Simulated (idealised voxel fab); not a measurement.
process module | voxel ribs on slabs
cross-section cut | 185 nm wide | cells 5 nm
A cross-section is a grid of square cells, given in bands from the top down. A band is one or more rows of cells.
Each band's line starts with the height of the band's top and of its bottom, in nm. Then come its materials from left to right, each with its width in nm. One material with "throughout" fills the band from edge to edge. "air" is empty space.
Height 0 is the level under which the wafer as received is all one material. The lowest band goes on downwards, as in "0 down".
A width such as "30 to 40" changes by the same amount from each row of cells to the next, from the band's top row to its bottom row.
"no change" after a step means that no cell of the cross-section changed.
closed voids: empty space of 8 cells or more with no open way to the top, each as width x height at its distance from the left edge, in nm
after a step's settings: what the simulator itself notes on the step
overlay nm, on a step with a mask: how far to the right of its planned place the mask lay; to the left if negative
plan
1 op RECEIVE | material Si
2 op DIRECTIONAL_DEP | material SiO2 | thk nm 30
3 op DIRECTIONAL_DEP | material SiN | thk nm 20
4 op MASKED_ETCH | tone cover | mask id RIB | width nm 15 | etch materials SiN | depth nm 15 | overlay nm 0
5 op MASKED_ETCH | tone cover | mask id SLAB | width nm 65 | etch materials SiN | depth nm 5 | overlay nm 0
6 op FILL_DEP | material SiO2 | thk nm 20
7 op CMP | height nm 60
8 op DIRECTIONAL_DEP | material TiN | thk nm 10
9 op MASKED_ETCH | tone cover | mask id HEATER | width nm 25 | etch materials TiN | depth nm 10 | overlay nm 0
10 op CONFORMAL_DEP | material SiN | thk nm 5
as received, after step 1
  0 down: Si throughout
  closed voids: none
a wafer at the end: this start, this plan, one mistake
  75 to 70: air 75 | SiN 35 | air 75
  70 to 65: air 75 | SiN 5 | TiN 25 | SiN 5 | air 75
  65 to 60: SiN 80 | TiN 25 | SiN 80
  60 to 50: SiO2 throughout
  50 to 45: SiO2 60 | SiN 25 | SiO2 15 | SiN 25 | SiO2 60
  45 to 35: SiN 85 | SiO2 15 | SiN 85
  35 to 30: SiN throughout
  30 to 0: SiO2 throughout
  0 down: Si throughout
  closed voids: none
what went wrong: step 4 ran as: op MASKED_ETCH | tone open | mask id RIB | width nm 15 | etch materials SiN | depth nm 15 | overlay nm 0
